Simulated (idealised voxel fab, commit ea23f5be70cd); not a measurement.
Herein follows the process module entitled voxel ribs on slabs.
Xsec cut, 200 nm wide, square cell size 5 nm.
Heads up, the way a cross-section reads in here is a grid of square cells, handed over as bands from the top down, with every band being one or more rows of cells.
Each band's line starts with the height of the band's top and of its bottom, in nm. Then come its materials from left to right, each with its width in nm. One material with "all across" fills the band from edge to edge. "air" is empty space.
Height is counted from the level 0, under which the received wafer is composed throughout of one material. The lowest of the bands is not closed at the bottom but continues downward, in the notation "0 and below".
A width given as "30 to 40" starts at the first number in the band's top row and ends at the second number in its bottom row, shifting by an equal amount at every step from row to row.
Take "nothing changed" at face value: in the step it is given for, the cross-section changed in none of its cells.
"Enclosed empty spaces" contains a list of empty spaces, each no smaller than 8 cells and without an open way to the top, written in the form width x height at distance with the distance from the left edge and all three in nm.
Heads up: the bit after the settings on a step's line is the simulator's remark on that step.
overlay nm: right-of-plan distance of the mask on a masked step; negative values mean left-of-plan.

Below is the list of planned process steps
- 1: RECEIVE [material Si]
- 2: DIRECTIONAL_DEP [material SiO2] [thk nm 30]
- 3: DIRECTIONAL_DEP [material polySi] [thk nm 15]
- 4: PATTERN [tone cover] [mask id RIB] [material resist] [width nm 30] [thk nm 20] [overlay nm 0]
- 5: DIRECTIONAL_ETCH [etch materials polySi] [depth nm 10]
- 6: STRIP [etch materials resist]
- 7: MASKED_ETCH [tone cover] [mask id SLAB] [width nm 80] [etch materials polySi] [depth nm 5] [overlay nm 0]
- 8: FILL_DEP [material SiO2] [thk nm 30]
- 9: CMP [height nm 65]
- 10: DIRECTIONAL_DEP [material TiN] [thk nm 10]
- 11: DIRECTIONAL_DEP [material aC] [thk nm 15]
- 12: PATTERN [tone cover] [mask id HEATER] [material resist] [width nm 40] [thk nm 30] [overlay nm 0]
- 13: DIRECTIONAL_ETCH [etch materials aC] [depth nm 15]
- 14: STRIP [etch materials resist]
- 15: DIRECTIONAL_ETCH [etch materials TiN] [depth nm 10]
- 16: STRIP [etch materials aC]
- 17: CONFORMAL_DEP [material SiO2] [thk nm 10]

Incoming wafer in cross-section (state: after step 1)
    0 and below | Si all across
    Enclosed empty spaces: none

Wafer at module end, in section. Began as above, planned as above, run with one mistake
    75 down to 65 | 80 of air, 40 of TiN, 80 of air
    65 down to 45 | SiO2 all across
    45 down to 35 | 85 of SiO2, 30 of polySi, 85 of SiO2
    35 down to 30 | 60 of SiO2, 80 of polySi, 60 of SiO2
    30 down to 0 | SiO2 all across
    0 and below | Si all across
    Enclosed empty spaces: none
So what did we get wrong on this run? yeah, step 17 of the plan got skipped, never ran
